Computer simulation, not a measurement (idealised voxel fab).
Documented hereafter: the process module known as voxel gate over fins.
Cross-section cut spans 200 nm and uses square cells 5 nm in size.
If you're reading a cross-section in this doc, picture square cells in a grid; it comes to you as bands, top ones listed first down to the bottom, and a band can be one or more rows of cells. For a band, the entry starts with two heights in nm, that of the top and then that of the bottom, and carries on with the band's materials in order from left to right, each alongside its width in nm; the word "all across" beside a single material means it fills the band edge to edge, and "blank" means empty space. Counting heights begins at 0, where everything beneath is, in the wafer as received, one material. The lowest band has no bottom; it goes on downwards, as "0 down" shows. Graded width ("30 to 40"): value in top row of band = first number; value in bottom row = second number; row-to-row change constant. Take "nothing different" at face value: in the step it is given for, the cross-section changed in none of its cells. Any empty space of 8 cells or more lacking an open way to the top shows up in "Unvented internal voids" as width x height at distance, distance from the left edge, in nm. The remark found on a step's line after its settings is issued by the simulator itself and pertains to that step. Regarding "overlay nm": on a step with a mask, it is the distance the mask lay to the right of its planned place; a negative value places it to the left.

-- This section lists the process steps that were planned
1. RECEIVE: material Si
2. CONFORMAL_DEP: material SiN, thk nm 10
3. PATTERN: tone cover, mask id FINS, material resist, width nm 15, pitch nm 60, thk nm 15, overlay nm 0
4. DIRECTIONAL_ETCH: etch materials SiN, depth nm 10
5. DIRECTIONAL_ETCH: etch materials Si, depth nm 35
6. STRIP: etch materials resist
7. FILL_DEP: material SiO2, thk nm 5
8. CMP: height nm 10
9. DIRECTIONAL_DEP: material aC, thk nm 15
10. PATTERN: tone open, mask id RAIL, material resist, width nm 15, thk nm 30, overlay nm 0
11. DIRECTIONAL_ETCH: etch materials aC, depth nm 15
12. STRIP: etch materials resist
13. DIRECTIONAL_ETCH: etch materials SiO2, depth nm 40
14. STRIP: etch materials aC
15. CONFORMAL_DEP: material TiN, thk nm 5
16. FILL_DEP: material W, thk nm 5
17. CMP: height nm 10
18. SELECTIVE_ETCH: etch materials W Ru TiN, depth nm 30
19. FILL_DEP: material SiO2, thk nm 5
20. CMP: height nm 10
21. SELECTIVE_ETCH: etch materials SiO2, depth nm 25
22. STRIP: etch materials SiN
23. CONFORMAL_DEP: material HfO2, thk nm 5
24. CONFORMAL_DEP: material TiN, thk nm 5
25. CONFORMAL_DEP: material TiAl, thk nm 5
26. CONFORMAL_DEP: material TiN, thk nm 5
27. FILL_DEP: material W, thk nm 15
28. CMP: height nm 30
29. CONFORMAL_DEP: material SiCN, thk nm 5

-- Cross-section of the incoming wafer, state after step 1
	0 down  Si all across
	Unvented internal voids: none

-- Module complete - cross-section of the first of two wafers, run according to plan
	35 to 30  SiCN all across
	30 to 20  W all across
	20 to 15  40 of W | 55 of TiN | 5 of W | 55 of TiN | 45 of W
	15 to 10  40 of W | 5 of TiN | 45 of TiAl | 5 of TiN | 5 of W | 5 of TiN | 45 of TiAl | 5 of TiN | 45 of W
	10 to 5  40 of W | 5 of TiN | 5 of TiAl | 35 of TiN | 5 of TiAl | 5 of TiN | 5 of W | 5 of TiN | 5 of TiAl | 35 of TiN | 5 of TiAl | 5 of TiN | 45 of W
	5 to 0  45 of TiN | 5 of TiAl | 5 of TiN | 25 of HfO2 | 5 of TiN | 5 of TiAl | 15 of TiN | 5 of TiAl | 5 of TiN | 25 of HfO2 | 5 of TiN | 5 of TiAl | 50 of TiN
	0 to -5  50 of TiAl | 5 of TiN | 5 of HfO2 | 15 of Si | 5 of HfO2 | 5 of TiN | 25 of TiAl | 5 of TiN | 5 of HfO2 | 15 of Si | 5 of HfO2 | 5 of TiN | 55 of TiAl
	-5 to -10  55 of TiN | 5 of HfO2 | 15 of Si | 5 of HfO2 | 35 of TiN | 5 of HfO2 | 15 of Si | 5 of HfO2 | 60 of TiN
	-10 to -15  60 of HfO2 | 15 of Si | 45 of HfO2 | 15 of Si | 65 of HfO2
	-15 to -20  60 of SiO2 | 15 of Si | 45 of SiO2 | 15 of Si | 65 of SiO2
	-20 to -25  60 of SiO2 | 15 of Si | 15 of SiO2 | 5 of TiN | 5 of W | 5 of TiN | 15 of SiO2 | 15 of Si | 65 of SiO2
	-25 to -30  60 of SiO2 | 15 of Si | 15 of SiO2 | 15 of TiN | 15 of SiO2 | 15 of Si | 65 of SiO2
	-30 to -35  60 of SiO2 | 15 of Si | 45 of SiO2 | 15 of Si | 65 of SiO2
	-35 down  Si all across
	Unvented internal voids: none

-- End-of-module cross-section of the second wafer: identical starting point and process plan to the first, with one processing mistake
	35 to 30  SiCN all across
	30 to 20  TiAl all across
	20 to 15  40 of TiAl | 55 of TiN | 5 of TiAl | 55 of TiN | 45 of TiAl
	15 to 10  40 of TiAl | 5 of TiN | 45 of TiAl | 5 of TiN | 5 of TiAl | 5 of TiN | 45 of TiAl | 5 of TiN | 45 of TiAl
	10 to 5  40 of TiAl | 5 of TiN | 5 of TiAl | 35 of TiN | 5 of TiAl | 5 of TiN | 5 of TiAl | 5 of TiN | 5 of TiAl | 35 of TiN | 5 of TiAl | 5 of TiN | 45 of TiAl
	5 to 0  45 of TiN | 5 of TiAl | 5 of TiN | 25 of HfO2 | 5 of TiN | 5 of TiAl | 15 of TiN | 5 of TiAl | 5 of TiN | 25 of HfO2 | 5 of TiN | 5 of TiAl | 50 of TiN
	0 to -5  50 of TiAl | 5 of TiN | 5 of HfO2 | 15 of Si | 5 of HfO2 | 5 of TiN | 25 of TiAl | 5 of TiN | 5 of HfO2 | 15 of Si | 5 of HfO2 | 5 of TiN | 55 of TiAl
	-5 to -10  55 of TiN | 5 of HfO2 | 15 of Si | 5 of HfO2 | 35 of TiN | 5 of HfO2 | 15 of Si | 5 of HfO2 | 60 of TiN
	-10 to -15  60 of HfO2 | 15 of Si | 45 of HfO2 | 15 of Si | 65 of HfO2
	-15 to -20  60 of SiO2 | 15 of Si | 45 of SiO2 | 15 of Si | 65 of SiO2
	-20 to -25  60 of SiO2 | 15 of Si | 15 of SiO2 | 5 of TiN | 5 of W | 5 of TiN | 15 of SiO2 | 15 of Si | 65 of SiO2
	-25 to -30  60 of SiO2 | 15 of Si | 15 of SiO2 | 15 of TiN | 15 of SiO2 | 15 of Si | 65 of SiO2
	-30 to -35  60 of SiO2 | 15 of Si | 45 of SiO2 | 15 of Si | 65 of SiO2
	-35 down  Si all across
	Unvented internal voids: none
Heads up, the wafer didn't run the way we planned it: step 27 went in with a setting other than planned; the actual run was FILL_DEP: material TiAl, thk nm 15
The final cell counts differ between the wafers, with the second having more or fewer of some materials than the first: 134 more of TiAl | 134 fewer of W
